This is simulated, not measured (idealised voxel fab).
Process module, titled voxel transistor to metal
This is section cut - it's 300 nm across, gridded in 5 nm square cells.
Each cross-section below is a grid of square cells, stated as bands in top-down order, with one or more rows of cells making up each band.
Band entry format. Leading values: height of top, height of bottom, nm. Remainder: materials in left-to-right order, each with its width in nm. Special words: "throughout" on a single material, which then fills the band edge to edge; "air", empty space.
The level at which height equals 0 is the one under which the wafer, as it arrives, is entirely one material. No lower edge exists for the bottom band, which continues downward and is notated as in "top 0, no bottom".
The width entry "30 to 40" should be interpreted row by row: the top row of cells in the band takes the first number, the bottom row takes the second number, and the change between adjacent rows is uniform throughout.
"nothing different" -> step changed no cross-section cell.
If an empty space has no open way to the top and is at least 8 cells in size, "Voids, sealed" lists it, written width x height at distance, where distance is measured from the left edge and every value is in nm.
What comes after the settings on a step's line is commentary from the simulator itself on that step.
overlay nm: right-of-plan distance of the mask on a masked step; negative values mean left-of-plan.
**Below is the list of planned process steps**
| 1 | RECEIVE, material Si |
| 2 | OXIDIZE, depth nm 5 |
| 3 | CONFORMAL_DEP, material SiN, thk nm 15 |
| 4 | DIRECTIONAL_DEP, material aC, thk nm 15 |
| 5 | PATTERN, tone cover, mask id ACTIVE, material resist, width nm 95, pitch nm 125, thk nm 35, overlay nm 0 |
| 6 | DIRECTIONAL_ETCH, etch materials aC, depth nm 15 |
| 7 | STRIP, etch materials resist |
| 8 | DIRECTIONAL_ETCH, etch materials SiN, depth nm 15 |
| 9 | DIRECTIONAL_ETCH, etch materials SiO2, depth nm 5 |
| 10 | DIRECTIONAL_ETCH, etch materials Si, depth nm 30 |
| 11 | STRIP, etch materials aC |
| 12 | FILL_DEP, material SiO2, thk nm 15 |
| 13 | CMP, height nm 15 |
| 14 | SELECTIVE_ETCH, etch materials SiO2, depth nm 10 |
| 15 | STRIP, etch materials SiN |
| 16 | SELECTIVE_ETCH, etch materials SiO2, depth nm 5 |
| 17 | OXIDIZE, depth nm 5 |
| 18 | DIRECTIONAL_DEP, material polySi, thk nm 20 |
| 19 | DIRECTIONAL_DEP, material SiCN, thk nm 15 |
| 20 | MASKED_ETCH, tone cover, mask id GATE, width nm 25, pitch nm 125, etch materials SiCN, depth nm 25, overlay nm 0 |
| 21 | MASKED_ETCH, tone cover, mask id GATE, width nm 25, pitch nm 125, etch materials polySi, depth nm 30, overlay nm 0 |
| 22 | CONFORMAL_DEP, material SiN, thk nm 10 |
| 23 | DIRECTIONAL_ETCH, etch materials SiN, depth nm 10 |
| 24 | DIRECTIONAL_ETCH, etch materials SiO2, depth nm 5 |
| 25 | EPI, material nSi, thk nm 5 |
| 26 | FILL_DEP, material SiO2, thk nm 5 |
| 27 | CMP, height nm 15 |
| 28 | STRIP, etch materials polySi |
| 29 | SELECTIVE_ETCH, etch materials SiO2, depth nm 5 |
| 30 | CONFORMAL_DEP, material HfO2, thk nm 5 |
| 31 | CONFORMAL_DEP, material TiN, thk nm 5 |
| 32 | FILL_DEP, material W, thk nm 5 |
| 33 | CMP, height nm 10 |
| 34 | DIRECTIONAL_DEP, material SiO2, thk nm 10 |
| 35 | PATTERN, tone open, mask id CONTACT, material resist, width nm 15, thk nm 20, overlay nm 0 |
| 36 | DIRECTIONAL_ETCH, etch materials SiO2, depth nm 25 |
| 37 | STRIP, etch materials resist |
| 38 | CONFORMAL_DEP, material TiN, thk nm 5 |
| 39 | FILL_DEP, material Ru, thk nm 10 |
| 40 | CMP, height nm 20 |
| 41 | CONFORMAL_DEP, material SiCN, thk nm 5 |
| 42 | DIRECTIONAL_DEP, material lowk, thk nm 20 |
| 43 | DIRECTIONAL_DEP, material aC, thk nm 10 |
| 44 | PATTERN, tone open, mask id METAL_1, material resist, width nm 15, thk nm 30, overlay nm 0 |
| 45 | DIRECTIONAL_ETCH, etch materials aC, depth nm 10 |
| 46 | STRIP, etch materials resist |
| 47 | DIRECTIONAL_ETCH, etch materials lowk, depth nm 20 |
| 48 | DIRECTIONAL_ETCH, etch materials SiCN, depth nm 5 |
| 49 | STRIP, etch materials aC |
| 50 | CONFORMAL_DEP, material TiN, thk nm 5 |
| 51 | FILL_DEP, material Ru, thk nm 10 |
| 52 | CMP, height nm 45 |
| 53 | CONFORMAL_DEP, material SiCN, thk nm 5 |
| 54 | DIRECTIONAL_DEP, material SiO2, thk nm 30 |
| 55 | PATTERN, tone open, mask id METAL_2, material resist, width nm 15, pitch nm 125, thk nm 15, overlay nm 0 |
| 56 | DIRECTIONAL_ETCH, etch materials SiO2, depth nm 15 |
| 57 | STRIP, etch materials resist |
| 58 | PATTERN, tone open, mask id METAL_2_HOLES, material resist, width nm 15, pitch nm 125, thk nm 20, overlay nm 0 |
| 59 | DIRECTIONAL_ETCH, etch materials SiO2, depth nm 15 |
| 60 | DIRECTIONAL_ETCH, etch materials SiCN, depth nm 5 |
| 61 | STRIP, etch materials resist |
| 62 | CONFORMAL_DEP, material TiN, thk nm 5 |
| 63 | FILL_DEP, material Ru, thk nm 10 |
| 64 | CMP, height nm 80 |
| 65 | CONFORMAL_DEP, material SiN, thk nm 5 |
**Cross-section of the wafer at receipt, which is the condition after step 1**
* top 0, no bottom  Si throughout
* Voids, sealed: none
**First of two wafers: cross-section at end of module, run per plan**
* top 85, bottom 80  SiN throughout
* top 80, bottom 50  SiO2: 45, then TiN: 5, then Ru: 5, then TiN: 5, then SiO2: 110, then TiN: 5, then Ru: 5, then TiN: 5, then SiO2: 115
* top 50, bottom 45  SiCN: 45, then TiN: 15, then SiCN: 110, then TiN: 15, then SiCN: 115
* top 45, bottom 25  lowk: 45, then TiN: 5, then Ru: 5, then TiN: 5, then lowk: 55, then TiN: 5, then Ru: 5, then TiN: 5, then lowk: 40, then TiN: 5, then Ru: 5, then TiN: 5, then lowk: 55, then TiN: 5, then Ru: 5, then TiN: 5, then lowk: 45
* top 25, bottom 20  SiCN: 45, then TiN: 15, then SiCN: 55, then TiN: 15, then SiCN: 40, then TiN: 15, then SiCN: 55, then TiN: 15, then SiCN: 45
* top 20, bottom 10  SiO2: 45, then TiN: 5, then Ru: 5, then TiN: 5, then SiO2: 55, then TiN: 5, then Ru: 5, then TiN: 5, then SiO2: 40, then TiN: 5, then Ru: 5, then TiN: 5, then SiO2: 55, then TiN: 5, then Ru: 5, then TiN: 5, then SiO2: 45
* top 10, bottom 0  SiO2: 45, then TiN: 5, then Ru: 5, then TiN: 5, then SiO2: 5, then SiN: 10, then HfO2: 5, then TiN: 5, then W: 5, then TiN: 5, then HfO2: 5, then SiN: 10, then SiO2: 5, then TiN: 5, then Ru: 5, then TiN: 5, then SiO2: 40, then TiN: 5, then Ru: 5, then TiN: 5, then SiO2: 5, then SiN: 10, then HfO2: 5, then TiN: 5, then W: 5, then TiN: 5, then HfO2: 5, then SiN: 10, then SiO2: 5, then TiN: 5, then Ru: 5, then TiN: 5, then SiO2: 45
* top 0, bottom -5  SiO2: 35, then SiN: 10, then TiN: 15, then SiO2: 5, then SiN: 10, then HfO2: 5, then TiN: 15, then HfO2: 5, then SiN: 10, then SiO2: 5, then TiN: 15, then SiN: 10, then SiO2: 20, then SiN: 10, then TiN: 15, then SiO2: 5, then SiN: 10, then HfO2: 5, then TiN: 15, then HfO2: 5, then SiN: 10, then SiO2: 5, then TiN: 15, then SiN: 10, then SiO2: 35
* top -5, bottom -10  SiO2: 45, then nSi: 20, then SiO2: 5, then HfO2: 35, then SiO2: 5, then nSi: 20, then SiO2: 40, then nSi: 20, then SiO2: 5, then HfO2: 35, then SiO2: 5, then nSi: 20, then SiO2: 45
* top -10, bottom -35  SiO2: 40, then Si: 95, then SiO2: 30, then Si: 95, then SiO2: 40
* top -35, no bottom  Si throughout
* Voids, sealed: none
**This is the second of the two wafers, cross-sectioned at the end of the module; it started exactly like the first and was given the same plan, but it was run with one mistake**
* top 85, bottom 80  SiN throughout
* top 80, bottom 50  SiO2: 45, then TiN: 5, then Ru: 5, then TiN: 5, then SiO2: 110, then TiN: 5, then Ru: 5, then TiN: 5, then SiO2: 115
* top 50, bottom 45  SiCN: 45, then TiN: 15, then SiCN: 110, then TiN: 15, then SiCN: 115
* top 45, bottom 25  lowk: 45, then TiN: 5, then Ru: 5, then TiN: 5, then lowk: 55, then TiN: 5, then Ru: 5, then TiN: 5, then lowk: 40, then TiN: 5, then Ru: 5, then TiN: 5, then lowk: 55, then TiN: 5, then Ru: 5, then TiN: 5, then lowk: 45
* top 25, bottom 20  SiCN: 45, then TiN: 15, then SiCN: 55, then TiN: 15, then SiCN: 40, then TiN: 15, then SiCN: 55, then TiN: 15, then SiCN: 45
* top 20, bottom 15  TiN: 50, then Ru: 5, then TiN: 65, then Ru: 5, then TiN: 50, then Ru: 5, then TiN: 65, then Ru: 5, then TiN: 50
* top 15, bottom 5  SiO2: 45, then TiN: 5, then Ru: 5, then TiN: 5, then SiO2: 55, then TiN: 5, then Ru: 5, then TiN: 5, then SiO2: 40, then TiN: 5, then Ru: 5, then TiN: 5, then SiO2: 55, then TiN: 5, then Ru: 5, then TiN: 5, then SiO2: 45
* top 5, bottom 0  SiO2: 45, then TiN: 5, then Ru: 5, then TiN: 5, then SiO2: 5, then SiN: 10, then HfO2: 5, then TiN: 5, then W: 5, then TiN: 5, then HfO2: 5, then SiN: 10, then SiO2: 5, then TiN: 5, then Ru: 5, then TiN: 5, then SiO2: 40, then TiN: 5, then Ru: 5, then TiN: 5, then SiO2: 5, then SiN: 10, then HfO2: 5, then TiN: 5, then W: 5, then TiN: 5, then HfO2: 5, then SiN: 10, then SiO2: 5, then TiN: 5, then Ru: 5, then TiN: 5, then SiO2: 45
* top 0, bottom -5  SiO2: 35, then SiN: 10, then TiN: 15, then SiO2: 5, then SiN: 10, then HfO2: 5, then TiN: 15, then HfO2: 5, then SiN: 10, then SiO2: 5, then TiN: 15, then SiN: 10, then SiO2: 20, then SiN: 10, then TiN: 15, then SiO2: 5, then SiN: 10, then HfO2: 5, then TiN: 15, then HfO2: 5, then SiN: 10, then SiO2: 5, then TiN: 15, then SiN: 10, then SiO2: 35
* top -5, bottom -10  SiO2: 45, then nSi: 20, then SiO2: 5, then HfO2: 35, then SiO2: 5, then nSi: 20, then SiO2: 40, then nSi: 20, then SiO2: 5, then HfO2: 35, then SiO2: 5, then nSi: 20, then SiO2: 45
* top -10, bottom -35  SiO2: 40, then Si: 95, then SiO2: 30, then Si: 95, then SiO2: 40
* top -35, no bottom  Si throughout
* Voids, sealed: none
Against the plan, the run slipped here: it should be noted that step 33 was executed with settings other than those planned, the operation and settings actually applied being CMP, height nm 5
FYI, end of process, the second wafer has more or fewer cells of some materials than the first: 4 fewer of HfO2; 8 fewer of SiN; 30 fewer of SiO2; 44 more of TiN; 2 fewer of W
